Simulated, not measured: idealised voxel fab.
Name of the process module below: voxel gate over fins
For reference, the cross-section in this document is cut, with width 215 nm and square cells of 5 nm.
Format of a cross-section: grid, square cells. Given as bands. Order: top down. Band: one or more rows of cells.
Top height, bottom height, nm. Materials left to right, width each, nm. Single material + "all across" = fills band edge to edge. "air" = empty.
Measure heights from 0. That's the level where, below it, the as-received wafer is all one material. The lowest band is bottomless and extends downward; write it as in "0..down".
So if you see something like "30->40" for the width, read it as the top row of the band sitting at the first number and the bottom row at the second, with every row in between moving by the same amount as the last.
"nothing changed" (step): cross-section cells unchanged, all of them.
"Voids, sealed" - sealed voids, min. 8 cells, no opening to top; format: width x height at distance (distance from left edge; nm throughout).
Post-settings text on a step line: simulator's own remark regarding the step.
Each step line may optionally specify "overlay nm", which for a step with a mask gives the rightward distance between the mask's planned place and where it lay, a negative value indicating the leftward direction.
**Process steps (planned)**
step 1: RECEIVE (material Si)
step 2: CONFORMAL_DEP (material SiN; thk nm 5)
step 3: PATTERN (tone cover; mask id FINS; material resist; width nm 15; pitch nm 50; thk nm 20; overlay nm 0)
step 4: DIRECTIONAL_ETCH (etch materials SiN; depth nm 5)
step 5: DIRECTIONAL_ETCH (etch materials Si; depth nm 40)
step 6: STRIP (etch materials resist)
step 7: FILL_DEP (material SiO2; thk nm 5)
step 8: CMP (height nm 5)
step 9: PATTERN (tone open; mask id RAIL; material resist; width nm 15; thk nm 20; overlay nm 0)
step 10: DIRECTIONAL_ETCH (etch materials SiO2; depth nm 40)
step 11: STRIP (etch materials resist)
step 12: CONFORMAL_DEP (material TiN; thk nm 5)
step 13: FILL_DEP (material Ru; thk nm 10)
step 14: CMP (height nm 5)
step 15: SELECTIVE_ETCH (etch materials W Ru TiN; depth nm 25)
step 16: FILL_DEP (material SiO2; thk nm 5)
step 17: CMP (height nm 5)
step 18: SELECTIVE_ETCH (etch materials SiO2; depth nm 15)
step 19: STRIP (etch materials SiN)
step 20: CONFORMAL_DEP (material HfO2; thk nm 5)
step 21: CONFORMAL_DEP (material TiN; thk nm 5)
step 22: CONFORMAL_DEP (material TiAl; thk nm 5)
step 23: CONFORMAL_DEP (material TiN; thk nm 5)
step 24: FILL_DEP (material W; thk nm 10)
step 25: CMP (height nm 25)
step 26: CONFORMAL_DEP (material SiN; thk nm 5)
**Here's what the wafer looked like in cross-section when it arrived - that's after step 1**
  0..down: Si all across
  Voids, sealed: none
**first wafer at the end, as planned**
  30..25: SiN all across
  25..20: W all across
  20..15: W=5, then TiN=205, then W=5
  15..10: W=5, then TiN=5, then TiAl=45, then TiN=5, then TiAl=45, then TiN=5, then TiAl=45, then TiN=5, then TiAl=45, then TiN=5, then W=5
  10..5: TiN=10, then TiAl=5, then TiN=35, then TiAl=5, then TiN=5, then TiAl=5, then TiN=35, then TiAl=5, then TiN=5, then TiAl=5, then TiN=35, then TiAl=5, then TiN=5, then TiAl=5, then TiN=35, then TiAl=5, then TiN=10
  5..0: TiAl=15, then TiN=5, then HfO2=25, then TiN=5, then TiAl=15, then TiN=5, then HfO2=25, then TiN=5, then TiAl=15, then TiN=5, then HfO2=25, then TiN=5, then TiAl=15, then TiN=5, then HfO2=25, then TiN=5, then TiAl=15
  0..-5: TiN=20, then HfO2=5, then Si=15, then HfO2=5, then TiN=25, then HfO2=5, then Si=15, then HfO2=5, then TiN=25, then HfO2=5, then Si=15, then HfO2=5, then TiN=25, then HfO2=5, then Si=15, then HfO2=5, then TiN=20
  -5..-10: HfO2=25, then Si=15, then HfO2=35, then Si=15, then HfO2=35, then Si=15, then HfO2=35, then Si=15, then HfO2=25
  -10..-20: SiO2=25, then Si=15, then SiO2=35, then Si=15, then SiO2=35, then Si=15, then SiO2=35, then Si=15, then SiO2=25
  -20..-30: SiO2=25, then Si=15, then SiO2=10, then TiN=5, then Ru=5, then TiN=5, then SiO2=10, then Si=15, then SiO2=35, then Si=15, then SiO2=35, then Si=15, then SiO2=25
  -30..-35: SiO2=25, then Si=15, then SiO2=10, then TiN=15, then SiO2=10, then Si=15, then SiO2=35, then Si=15, then SiO2=35, then Si=15, then SiO2=25
  -35..-40: SiO2=25, then Si=15, then SiO2=35, then Si=15, then SiO2=35, then Si=15, then SiO2=35, then Si=15, then SiO2=25
  -40..down: Si all across
  Voids, sealed: none
**Cross-sectional view of the second of two wafers upon completion of the module. This wafer shared its starting condition and process plan with the first; one error was made during its execution**
  30..25: SiN all across
  25..20: Ru all across
  20..15: Ru=5, then TiN=205, then Ru=5
  15..10: Ru=5, then TiN=5, then TiAl=45, then TiN=5, then TiAl=45, then TiN=5, then TiAl=45, then TiN=5, then TiAl=45, then TiN=5, then Ru=5
  10..5: TiN=10, then TiAl=5, then TiN=35, then TiAl=5, then TiN=5, then TiAl=5, then TiN=35, then TiAl=5, then TiN=5, then TiAl=5, then TiN=35, then TiAl=5, then TiN=5, then TiAl=5, then TiN=35, then TiAl=5, then TiN=10
  5..0: TiAl=15, then TiN=5, then HfO2=25, then TiN=5, then TiAl=15, then TiN=5, then HfO2=25, then TiN=5, then TiAl=15, then TiN=5, then HfO2=25, then TiN=5, then TiAl=15, then TiN=5, then HfO2=25, then TiN=5, then TiAl=15
  0..-5: TiN=20, then HfO2=5, then Si=15, then HfO2=5, then TiN=25, then HfO2=5, then Si=15, then HfO2=5, then TiN=25, then HfO2=5, then Si=15, then HfO2=5, then TiN=25, then HfO2=5, then Si=15, then HfO2=5, then TiN=20
  -5..-10: HfO2=25, then Si=15, then HfO2=35, then Si=15, then HfO2=35, then Si=15, then HfO2=35, then Si=15, then HfO2=25
  -10..-20: SiO2=25, then Si=15, then SiO2=35, then Si=15, then SiO2=35, then Si=15, then SiO2=35, then Si=15, then SiO2=25
  -20..-30: SiO2=25, then Si=15, then SiO2=10, then TiN=5, then Ru=5, then TiN=5, then SiO2=10, then Si=15, then SiO2=35, then Si=15, then SiO2=35, then Si=15, then SiO2=25
  -30..-35: SiO2=25, then Si=15, then SiO2=10, then TiN=15, then SiO2=10, then Si=15, then SiO2=35, then Si=15, then SiO2=35, then Si=15, then SiO2=25
  -35..-40: SiO2=25, then Si=15, then SiO2=35, then Si=15, then SiO2=35, then Si=15, then SiO2=35, then Si=15, then SiO2=25
  -40..down: Si all across
  Voids, sealed: none
Deviation noted in wafer processing: step 24: run off-plan, actual operation and settings FILL_DEP (material Ru; thk nm 10)
at the end the second wafer has, in cells: 47 more of Ru | 47 fewer of W
